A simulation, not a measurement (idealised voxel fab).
You're looking at the process module voxel self aligned vias.
The cross-section shown here is cut; it is 295 nm wide and divided into square cells measuring 5 nm on a side.
Cross-section layout: square cells on a grid; listed as bands, top to bottom; a band spans one or more cell rows. Within each band entry, the heights of the top and of the bottom of the band appear first, in that order and in nm; the materials of the band then follow from left to right, each with its corresponding width in nm. The designation "throughout" on a single material indicates that it fills the band from edge to edge; the designation "air" indicates empty space. Zero point of the height axis is 0; under it, received wafer = one material. Lowest band: continues down indefinitely, "0 and below". A width such as "30 to 40" changes by the same amount from each row of cells to the next, from the band's top row to its bottom row. Take "remains unaltered" at face value: in the step it is given for, the cross-section changed in none of its cells. So "Sealed-off cavities" is basically the list of trapped voids: any empty space of 8 cells or more that can't reach the top through an opening. They're written width x height at distance, the distance being from the left edge, and it's all nm. Heads up: the bit after the settings on a step's line is the simulator's remark on that step. overlay nm: where the mask lay relative to plan, measured to the right, on steps with a mask; negatives go left. Quick note on how to read the rest: it's all pairs. You get the cross-section before a process step and the one after, but the after one only goes down as far as the lowest band that changed. The step in between, with its settings, sits under the pair. Heads up, the pairs can come from different runs of this module on the same starting wafer, so don't assume a pair picks up from the one above unless its "Before processing" entry says it does.

[Before processing]
  55 down to 50  TiN 80 nm, air 20 nm, TiN 40 nm, air 20 nm, TiN 40 nm, air 20 nm, TiN 75 nm
  50 down to 25  SiO2 75 nm, TiN 5 nm, air 20 nm, TiN 5 nm, SiO2 30 nm, TiN 5 nm, air 20 nm, TiN 5 nm, SiO2 30 nm, TiN 5 nm, air 20 nm, TiN 5 nm, SiO2 70 nm
  25 down to 20  SiO2 75 nm, TiN 30 nm, SiO2 30 nm, TiN 30 nm, SiO2 30 nm, TiN 30 nm, SiO2 70 nm
  20 down to 15  SiCN throughout
  15 down to 0  SiO2 throughout
  0 and below  Si throughout
  Sealed-off cavities: none

[Post-Step Cross-Section]
  65 down to 55  W throughout
  55 down to 50  TiN 80 nm, W 20 nm, TiN 40 nm, W 20 nm, TiN 40 nm, W 20 nm, TiN 75 nm
  50 down to 25  SiO2 75 nm, TiN 5 nm, W 20 nm, TiN 5 nm, SiO2 30 nm, TiN 5 nm, W 20 nm, TiN 5 nm, SiO2 30 nm, TiN 5 nm, W 20 nm, TiN 5 nm, SiO2 70 nm
  Beneath the level 25, the cross-section is identical to its previous state.
  Sealed-off cavities: none
Which step turns the before cross-section above into the after cross-section? FILL_DEP | material W | thk nm 10

Before processing: cross-section not repeated; it is the one shown after the step in the pair just above.

[Post-Step Cross-Section]
  50 down to 25  SiO2 75 nm, TiN 5 nm, W 20 nm, TiN 5 nm, SiO2 30 nm, TiN 5 nm, W 20 nm, TiN 5 nm, SiO2 30 nm, TiN 5 nm, W 20 nm, TiN 5 nm, SiO2 70 nm
  Beneath the level 25, the cross-section is identical to its previous state.
  Sealed-off cavities: none
Which step turns the before cross-section above into the after cross-section? CMP | height nm 50

Before processing: cross-section not repeated; it is the one shown after the step in the pair just above.

[Post-Step Cross-Section]
  50 down to 45  SiO2 75 nm, air 30 nm, SiO2 30 nm, air 30 nm, SiO2 30 nm, air 30 nm, SiO2 70 nm
  Beneath the level 45, the cross-section is identical to its previous state.
  Sealed-off cavities: none
Which step turns the before cross-section above into the after cross-section? SELECTIVE_ETCH | etch materials W Ru TiN | depth nm 5

Before processing: cross-section not repeated; it is the one shown after the step in the pair just above.

[Post-Step Cross-Section]
  60 down to 50  SiN throughout
  50 down to 45  SiO2 75 nm, SiN 30 nm, SiO2 30 nm, SiN 30 nm, SiO2 30 nm, SiN 30 nm, SiO2 70 nm
  Beneath the level 45, the cross-section is identical to its previous state.
  Sealed-off cavities: none
Which step turns the before cross-section above into the after cross-section? FILL_DEP | material SiN | thk nm 10

Before processing: cross-section not repeated; it is the one shown after the step in the pair just above.

[Post-Step Cross-Section]
  50 down to 45  SiO2 75 nm, SiN 30 nm, SiO2 30 nm, SiN 30 nm, SiO2 30 nm, SiN 30 nm, SiO2 70 nm
  Beneath the level 45, the cross-section is identical to its previous state.
  Sealed-off cavities: none
Which step turns the before cross-section above into the after cross-section? CMP | height nm 50

Before processing: cross-section not repeated; it is the one shown after the step in the pair just above.

[Post-Step Cross-Section]
  65 down to 50  SiO2 throughout
  Beneath the level 50, the cross-section is identical to its previous state.
  Sealed-off cavities: none
Which step turns the before cross-section above into the after cross-section? DIRECTIONAL_DEP | material SiO2 | thk nm 15

Before processing: cross-section not repeated; it is the one shown after the step in the pair just above.

[Post-Step Cross-Section]
  80 down to 65  aC throughout
  Beneath the level 65, the cross-section is identical to its previous state.
  Sealed-off cavities: none
Which step turns the before cross-section above into the after cross-section? DIRECTIONAL_DEP | material aC | thk nm 15

Before processing: cross-section not repeated; it is the one shown after the step in the pair just above.

[Post-Step Cross-Section]
  110 down to 80  resist 70 nm, air 35 nm, resist 25 nm, air 35 nm, resist 25 nm, air 35 nm, resist 70 nm
  Beneath the level 80, the cross-section is identical to its previous state.
  Sealed-off cavities: none
Which step turns the before cross-section above into the after cross-section? PATTERN | tone open | mask id VIAS | material resist | width nm 35 | pitch nm 60 | thk nm 30 | overlay nm 0

Before processing: cross-section not repeated; it is the one shown after the step in the pair just above.

[Post-Step Cross-Section]
  95 down to 80  resist 70 nm, air 35 nm, resist 25 nm, air 35 nm, resist 25 nm, air 35 nm, resist 70 nm
  80 down to 65  aC 70 nm, air 35 nm, aC 25 nm, air 35 nm, aC 25 nm, air 35 nm, aC 70 nm
  Beneath the level 65, the cross-section is identical to its previous state.
  Sealed-off cavities: none
Which step turns the before cross-section above into the after cross-section? DIRECTIONAL_ETCH | etch materials aC | depth nm 15

Before processing: cross-section not repeated; it is the one shown after the step in the pair just above.

[Post-Step Cross-Section]
  80 down to 65  aC 70 nm, air 35 nm, aC 25 nm, air 35 nm, aC 25 nm, air 35 nm, aC 70 nm
  Beneath the level 65, the cross-section is identical to its previous state.
  Sealed-off cavities: none
Which step turns the before cross-section above into the after cross-section? STRIP | etch materials resist

Before processing: cross-section not repeated; it is the one shown after the step in the pair just above.

[Post-Step Cross-Section]
  80 down to 65  aC 70 nm, air 35 nm, aC 25 nm, air 35 nm, aC 25 nm, air 35 nm, aC 70 nm
  65 down to 50  SiO2 70 nm, air 35 nm, SiO2 25 nm, air 35 nm, SiO2 25 nm, air 35 nm, SiO2 70 nm
  Beneath the level 50, the cross-section is identical to its previous state.
  Sealed-off cavities: none
Which step turns the before cross-section above into the after cross-section? DIRECTIONAL_ETCH | etch materials SiO2 | depth nm 15

Before processing: cross-section not repeated; it is the one shown after the step in the pair just above.

[Post-Step Cross-Section]
  80 down to 65  aC 70 nm, air 35 nm, aC 25 nm, air 35 nm, aC 25 nm, air 35 nm, aC 70 nm
  65 down to 50  SiO2 70 nm, air 35 nm, SiO2 25 nm, air 35 nm, SiO2 25 nm, air 35 nm, SiO2 70 nm
  50 down to 45  SiO2 75 nm, air 30 nm, SiO2 30 nm, air 30 nm, SiO2 30 nm, air 30 nm, SiO2 70 nm
  Beneath the level 45, the cross-section is identical to its previous state.
  Sealed-off cavities: none
Which step turns the before cross-section above into the after cross-section? DIRECTIONAL_ETCH | etch materials SiN | depth nm 5

Before processing: cross-section not repeated; it is the one shown after the step in the pair just above.

[Post-Step Cross-Section]
  65 down to 50  SiO2 70 nm, air 35 nm, SiO2 25 nm, air 35 nm, SiO2 25 nm, air 35 nm, SiO2 70 nm
  Beneath the level 50, the cross-section is identical to its previous state.
  Sealed-off cavities: none
Which step turns the before cross-section above into the after cross-section? STRIP | etch materials aC

Before processing: cross-section not repeated; it is the one shown after the step in the pair just above.

[Post-Step Cross-Section]
  70 down to 65  TiN 75 nm, air 25 nm, TiN 35 nm, air 25 nm, TiN 35 nm, air 25 nm, TiN 75 nm
  65 down to 55  SiO2 70 nm, TiN 5 nm, air 25 nm, TiN 5 nm, SiO2 25 nm, TiN 5 nm, air 25 nm, TiN 5 nm, SiO2 25 nm, TiN 5 nm, air 25 nm, TiN 5 nm, SiO2 70 nm
  55 down to 50  SiO2 70 nm, TiN 10 nm, air 20 nm, TiN 5 nm, SiO2 25 nm, TiN 10 nm, air 20 nm, TiN 5 nm, SiO2 25 nm, TiN 10 nm, air 20 nm, TiN 5 nm, SiO2 70 nm
  50 down to 45  SiO2 75 nm, TiN 30 nm, SiO2 30 nm, TiN 30 nm, SiO2 30 nm, TiN 30 nm, SiO2 70 nm
  Beneath the level 45, the cross-section is identical to its previous state.
  Sealed-off cavities: none
Which step turns the before cross-section above into the after cross-section? CONFORMAL_DEP | material TiN | thk nm 5

Before processing: cross-section not repeated; it is the one shown after the step in the pair just above.

[Post-Step Cross-Section]
  80 down to 70  Cu throughout
  70 down to 65  TiN 75 nm, Cu 25 nm, TiN 35 nm, Cu 25 nm, TiN 35 nm, Cu 25 nm, TiN 75 nm
  65 down to 55  SiO2 70 nm, TiN 5 nm, Cu 25 nm, TiN 5 nm, SiO2 25 nm, TiN 5 nm, Cu 25 nm, TiN 5 nm, SiO2 25 nm, TiN 5 nm, Cu 25 nm, TiN 5 nm, SiO2 70 nm
  55 down to 50  SiO2 70 nm, TiN 10 nm, Cu 20 nm, TiN 5 nm, SiO2 25 nm, TiN 10 nm, Cu 20 nm, TiN 5 nm, SiO2 25 nm, TiN 10 nm, Cu 20 nm, TiN 5 nm, SiO2 70 nm
  Beneath the level 50, the cross-section is identical to its previous state.
  Sealed-off cavities: none
Which step turns the before cross-section above into the after cross-section? FILL_DEP | material Cu | thk nm 10

Before processing: cross-section not repeated; it is the one shown after the step in the pair just above.

[Post-Step Cross-Section]
  65 down to 55  SiO2 70 nm, TiN 5 nm, Cu 25 nm, TiN 5 nm, SiO2 25 nm, TiN 5 nm, Cu 25 nm, TiN 5 nm, SiO2 25 nm, TiN 5 nm, Cu 25 nm, TiN 5 nm, SiO2 70 nm
  Beneath the level 55, the cross-section is identical to its previous state.
  Sealed-off cavities: none
Which step turns the before cross-section above into the after cross-section? CMP | height nm 65

Before processing: cross-section not repeated; it is the one shown after the step in the pair just above.

[Post-Step Cross-Section]
  70 down to 65  SiN throughout
  Beneath the level 65, the cross-section is identical to its previous state.
  Sealed-off cavities: none
Which step turns the before cross-section above into the after cross-section? CONFORMAL_DEP | material SiN | thk nm 5

[Before processing]
  80 down to 65  aC throughout
  65 down to 50  SiO2 throughout
  50 down to 45  SiO2 75 nm, SiN 25 nm, SiO2 35 nm, SiN 25 nm, SiO2 35 nm, SiN 25 nm, SiO2 75 nm
  45 down to 25  SiO2 75 nm, TiN 5 nm, W 15 nm, TiN 5 nm, SiO2 35 nm, TiN 5 nm, W 15 nm, TiN 5 nm, SiO2 35 nm, TiN 5 nm, W 15 nm, TiN 5 nm, SiO2 75 nm
  25 down to 20  SiO2 75 nm, TiN 25 nm, SiO2 35 nm, TiN 25 nm, SiO2 35 nm, TiN 25 nm, SiO2 75 nm
  20 down to 15  SiCN throughout
  15 down to 0  SiO2 throughout
  0 and below  Si throughout
  Sealed-off cavities: none

[Post-Step Cross-Section]
  110 down to 80  resist 60 nm, air 35 nm, resist 25 nm, air 35 nm, resist 25 nm, air 35 nm, resist 80 nm
  Beneath the level 80, the cross-section is identical to its previous state.
  Sealed-off cavities: none
Which step turns the before cross-section above into the after cross-section? PATTERN | tone open | mask id VIAS | material resist | width nm 35 | pitch nm 60 | thk nm 30 | overlay nm -10

Before processing: cross-section not repeated; it is the one shown after the step in the pair just above.

[Post-Step Cross-Section]
  95 down to 80  resist 60 nm, air 35 nm, resist 25 nm, air 35 nm, resist 25 nm, air 35 nm, resist 80 nm
  80 down to 65  aC 60 nm, air 35 nm, aC 25 nm, air 35 nm, aC 25 nm, air 35 nm, aC 80 nm
  Beneath the level 65, the cross-section is identical to its previous state.
  Sealed-off cavities: none
Which step turns the before cross-section above into the after cross-section? DIRECTIONAL_ETCH | etch materials aC | depth nm 15

Before processing: cross-section not repeated; it is the one shown after the step in the pair just above.

[Post-Step Cross-Section]
  80 down to 65  aC 60 nm, air 35 nm, aC 25 nm, air 35 nm, aC 25 nm, air 35 nm, aC 80 nm
  Beneath the level 65, the cross-section is identical to its previous state.
  Sealed-off cavities: none
Which step turns the before cross-section above into the after cross-section? STRIP | etch materials resist

Before processing: cross-section not repeated; it is the one shown after the step in the pair just above.

[Post-Step Cross-Section]
  80 down to 65  aC 60 nm, air 35 nm, aC 25 nm, air 35 nm, aC 25 nm, air 35 nm, aC 80 nm
  65 down to 50  SiO2 60 nm, air 35 nm, SiO2 25 nm, air 35 nm, SiO2 25 nm, air 35 nm, SiO2 80 nm
  Beneath the level 50, the cross-section is identical to its previous state.
  Sealed-off cavities: none
Which step turns the before cross-section above into the after cross-section? DIRECTIONAL_ETCH | etch materials SiO2 | depth nm 15

Before processing: cross-section not repeated; it is the one shown after the step in the pair just above.

[Post-Step Cross-Section]
  80 down to 65  aC 60 nm, air 35 nm, aC 25 nm, air 35 nm, aC 25 nm, air 35 nm, aC 80 nm
  65 down to 50  SiO2 60 nm, air 35 nm, SiO2 25 nm, air 35 nm, SiO2 25 nm, air 35 nm, SiO2 80 nm
  50 down to 45  SiO2 75 nm, air 20 nm, SiN 5 nm, SiO2 35 nm, air 20 nm, SiN 5 nm, SiO2 35 nm, air 20 nm, SiN 5 nm, SiO2 75 nm
  Beneath the level 45, the cross-section is identical to its previous state.
  Sealed-off cavities: none
Which step turns the before cross-section above into the after cross-section? DIRECTIONAL_ETCH | etch materials SiN | depth nm 5

Before processing: cross-section not repeated; it is the one shown after the step in the pair just above.

[Post-Step Cross-Section]
  65 down to 50  SiO2 60 nm, air 35 nm, SiO2 25 nm, air 35 nm, SiO2 25 nm, air 35 nm, SiO2 80 nm
  Beneath the level 50, the cross-section is identical to its previous state.
  Sealed-off cavities: none
Which step turns the before cross-section above into the after cross-section? STRIP | etch materials aC

Before processing: cross-section not repeated; it is the one shown after the step in the pair just above.

[Post-Step Cross-Section]
  70 down to 65  TiN 65 nm, air 25 nm, TiN 35 nm, air 25 nm, TiN 35 nm, air 25 nm, TiN 85 nm
  65 down to 55  SiO2 60 nm, TiN 5 nm, air 25 nm, TiN 5 nm, SiO2 25 nm, TiN 5 nm, air 25 nm, TiN 5 nm, SiO2 25 nm, TiN 5 nm, air 25 nm, TiN 5 nm, SiO2 80 nm
  55 down to 50  SiO2 60 nm, TiN 20 nm, air 10 nm, TiN 5 nm, SiO2 25 nm, TiN 20 nm, air 10 nm, TiN 5 nm, SiO2 25 nm, TiN 20 nm, air 10 nm, TiN 5 nm, SiO2 80 nm
  50 down to 45  SiO2 75 nm, TiN 20 nm, SiN 5 nm, SiO2 35 nm, TiN 20 nm, SiN 5 nm, SiO2 35 nm, TiN 20 nm, SiN 5 nm, SiO2 75 nm
  Beneath the level 45, the cross-section is identical to its previous state.
  Sealed-off cavities: none
Which step turns the before cross-section above into the after cross-section? CONFORMAL_DEP | material TiN | thk nm 5

Before processing: cross-section not repeated; it is the one shown after the step in the pair just above.

[Post-Step Cross-Section]
  80 down to 70  Cu throughout
  70 down to 65  TiN 65 nm, Cu 25 nm, TiN 35 nm, Cu 25 nm, TiN 35 nm, Cu 25 nm, TiN 85 nm
  65 down to 55  SiO2 60 nm, TiN 5 nm, Cu 25 nm, TiN 5 nm, SiO2 25 nm, TiN 5 nm, Cu 25 nm, TiN 5 nm, SiO2 25 nm, TiN 5 nm, Cu 25 nm, TiN 5 nm, SiO2 80 nm
  55 down to 50  SiO2 60 nm, TiN 20 nm, Cu 10 nm, TiN 5 nm, SiO2 25 nm, TiN 20 nm, Cu 10 nm, TiN 5 nm, SiO2 25 nm, TiN 20 nm, Cu 10 nm, TiN 5 nm, SiO2 80 nm
  Beneath the level 50, the cross-section is identical to its previous state.
  Sealed-off cavities: none
Which step turns the before cross-section above into the after cross-section? FILL_DEP | material Cu | thk nm 10

Before processing: cross-section not repeated; it is the one shown after the step in the pair just above.

[Post-Step Cross-Section]
  65 down to 55  SiO2 60 nm, TiN 5 nm, Cu 25 nm, TiN 5 nm, SiO2 25 nm, TiN 5 nm, Cu 25 nm, TiN 5 nm, SiO2 25 nm, TiN 5 nm, Cu 25 nm, TiN 5 nm, SiO2 80 nm
  Beneath the level 55, the cross-section is identical to its previous state.
  Sealed-off cavities: none
Which step turns the before cross-section above into the after cross-section? CMP | height nm 65

Before processing: cross-section not repeated; it is the one shown after the step in the pair just above.

[Post-Step Cross-Section]
  70 down to 65  SiN throughout
  Beneath the level 65, the cross-section is identical to its previous state.
  Sealed-off cavities: none
Which step turns the before cross-section above into the after cross-section? CONFORMAL_DEP | material SiN | thk nm 5

[Before processing]
  65 down to 55  SiO2 70 nm, TiN 5 nm, Cu 25 nm, TiN 5 nm, SiO2 25 nm, TiN 5 nm, Cu 25 nm, TiN 5 nm, SiO2 25 nm, TiN 5 nm, Cu 25 nm, TiN 5 nm, SiO2 70 nm
  55 down to 50  SiO2 70 nm, TiN 10 nm, Cu 15 nm, TiN 10 nm, SiO2 25 nm, TiN 10 nm, Cu 15 nm, TiN 10 nm, SiO2 25 nm, TiN 10 nm, Cu 15 nm, TiN 10 nm, SiO2 70 nm
  50 down to 45  SiO2 75 nm, TiN 25 nm, SiO2 35 nm, TiN 25 nm, SiO2 35 nm, TiN 25 nm, SiO2 75 nm
  45 down to 25  SiO2 75 nm, TiN 5 nm, W 15 nm, TiN 5 nm, SiO2 35 nm, TiN 5 nm, W 15 nm, TiN 5 nm, SiO2 35 nm, TiN 5 nm, W 15 nm, TiN 5 nm, SiO2 75 nm
  25 down to 20  SiO2 75 nm, TiN 25 nm, SiO2 35 nm, TiN 25 nm, SiO2 35 nm, TiN 25 nm, SiO2 75 nm
  20 down to 15  SiCN throughout
  15 down to 0  SiO2 throughout
  0 and below  Si throughout
  Sealed-off cavities: none

[Post-Step Cross-Section]
  70 down to 65  W throughout
  Beneath the level 65, the cross-section is identical to its previous state.
  Sealed-off cavities: none
Which step turns the before cross-section above into the after cross-section? CONFORMAL_DEP | material W | thk nm 5

[Before processing]
  80 down to 65  aC throughout
  65 down to 50  SiO2 throughout
  50 down to 45  SiO2 75 nm, SiN 25 nm, SiO2 35 nm, SiN 25 nm, SiO2 35 nm, SiN 25 nm, SiO2 75 nm
  45 down to 25  SiO2 75 nm, TiN 5 nm, W 15 nm, TiN 5 nm, SiO2 35 nm, TiN 5 nm, W 15 nm, TiN 5 nm, SiO2 35 nm, TiN 5 nm, W 15 nm, TiN 5 nm, SiO2 75 nm
  25 down to 20  SiO2 75 nm, TiN 25 nm, SiO2 35 nm, TiN 25 nm, SiO2 35 nm, TiN 25 nm, SiO2 75 nm
  20 down to 15  SiCN throughout
  15 down to 0  SiO2 throughout
  0 and below  Si throughout
  Sealed-off cavities: none

[Post-Step Cross-Section]
  110 down to 80  air 70 nm, resist 35 nm, air 25 nm, resist 35 nm, air 25 nm, resist 35 nm, air 70 nm
  Beneath the level 80, the cross-section is identical to its previous state.
  Sealed-off cavities: none
Which step turns the before cross-section above into the after cross-section? PATTERN | tone cover | mask id VIAS | material resist | width nm 35 | pitch nm 60 | thk nm 30 | overlay nm 0

Before processing: cross-section not repeated; it is the one shown after the step in the pair just above.

[Post-Step Cross-Section]
  95 down to 80  air 70 nm, resist 35 nm, air 25 nm, resist 35 nm, air 25 nm, resist 35 nm, air 70 nm
  80 down to 65  air 70 nm, aC 35 nm, air 25 nm, aC 35 nm, air 25 nm, aC 35 nm, air 70 nm
  Beneath the level 65, the cross-section is identical to its previous state.
  Sealed-off cavities: none
Which step turns the before cross-section above into the after cross-section? DIRECTIONAL_ETCH | etch materials aC | depth nm 15

Before processing: cross-section not repeated; it is the one shown after the step in the pair just above.

[Post-Step Cross-Section]
  80 down to 65  air 70 nm, aC 35 nm, air 25 nm, aC 35 nm, air 25 nm, aC 35 nm, air 70 nm
  Beneath the level 65, the cross-section is identical to its previous state.
  Sealed-off cavities: none
Which step turns the before cross-section above into the after cross-section? STRIP | etch materials resist

Before processing: cross-section not repeated; it is the one shown after the step in the pair just above.

[Post-Step Cross-Section]
  80 down to 65  air 70 nm, aC 35 nm, air 25 nm, aC 35 nm, air 25 nm, aC 35 nm, air 70 nm
  65 down to 50  air 70 nm, SiO2 35 nm, air 25 nm, SiO2 35 nm, air 25 nm, SiO2 35 nm, air 70 nm
  Beneath the level 50, the cross-section is identical to its previous state.
  Sealed-off cavities: none
Which step turns the before cross-section above into the after cross-section? DIRECTIONAL_ETCH | etch materials SiO2 | depth nm 15

Before processing: cross-section not repeated; it is the one shown after the step in the pair just above.

[Post-Step Cross-Section]
  65 down to 50  air 70 nm, SiO2 35 nm, air 25 nm, SiO2 35 nm, air 25 nm, SiO2 35 nm, air 70 nm
  Beneath the level 50, the cross-section is identical to its previous state.
  Sealed-off cavities: none
Which step turns the before cross-section above into the after cross-section? STRIP | etch materials aC

Before processing: cross-section not repeated; it is the one shown after the step in the pair just above.

[Post-Step Cross-Section]
  70 down to 65  air 65 nm, TiN 45 nm, air 15 nm, TiN 45 nm, air 15 nm, TiN 45 nm, air 65 nm
  65 down to 55  air 65 nm, TiN 5 nm, SiO2 35 nm, TiN 5 nm, air 15 nm, TiN 5 nm, SiO2 35 nm, TiN 5 nm, air 15 nm, TiN 5 nm, SiO2 35 nm, TiN 5 nm, air 65 nm
  55 down to 50  TiN 70 nm, SiO2 35 nm, TiN 25 nm, SiO2 35 nm, TiN 25 nm, SiO2 35 nm, TiN 70 nm
  Beneath the level 50, the cross-section is identical to its previous state.
  Sealed-off cavities: none
Which step turns the before cross-section above into the after cross-section? CONFORMAL_DEP | material TiN | thk nm 5

Before processing: cross-section not repeated; it is the one shown after the step in the pair just above.

[Post-Step Cross-Section]
  80 down to 70  Cu throughout
  70 down to 65  Cu 65 nm, TiN 45 nm, Cu 15 nm, TiN 45 nm, Cu 15 nm, TiN 45 nm, Cu 65 nm
  65 down to 55  Cu 65 nm, TiN 5 nm, SiO2 35 nm, TiN 5 nm, Cu 15 nm, TiN 5 nm, SiO2 35 nm, TiN 5 nm, Cu 15 nm, TiN 5 nm, SiO2 35 nm, TiN 5 nm, Cu 65 nm
  Beneath the level 55, the cross-section is identical to its previous state.
  Sealed-off cavities: none
Which step turns the before cross-section above into the after cross-section? FILL_DEP | material Cu | thk nm 10

Before processing: cross-section not repeated; it is the one shown after the step in the pair just above.

[Post-Step Cross-Section]
  65 down to 55  Cu 65 nm, TiN 5 nm, SiO2 35 nm, TiN 5 nm, Cu 15 nm, TiN 5 nm, SiO2 35 nm, TiN 5 nm, Cu 15 nm, TiN 5 nm, SiO2 35 nm, TiN 5 nm, Cu 65 nm
  Beneath the level 55, the cross-section is identical to its previous state.
  Sealed-off cavities: none
Which step turns the before cross-section above into the after cross-section? CMP | height nm 65

Before processing: cross-section not repeated; it is the one shown after the step in the pair just above.

[Post-Step Cross-Section]
  70 down to 65  SiN throughout
  Beneath the level 65, the cross-section is identical to its previous state.
  Sealed-off cavities: none
Which step turns the before cross-section above into the after cross-section? CONFORMAL_DEP | material SiN | thk nm 5
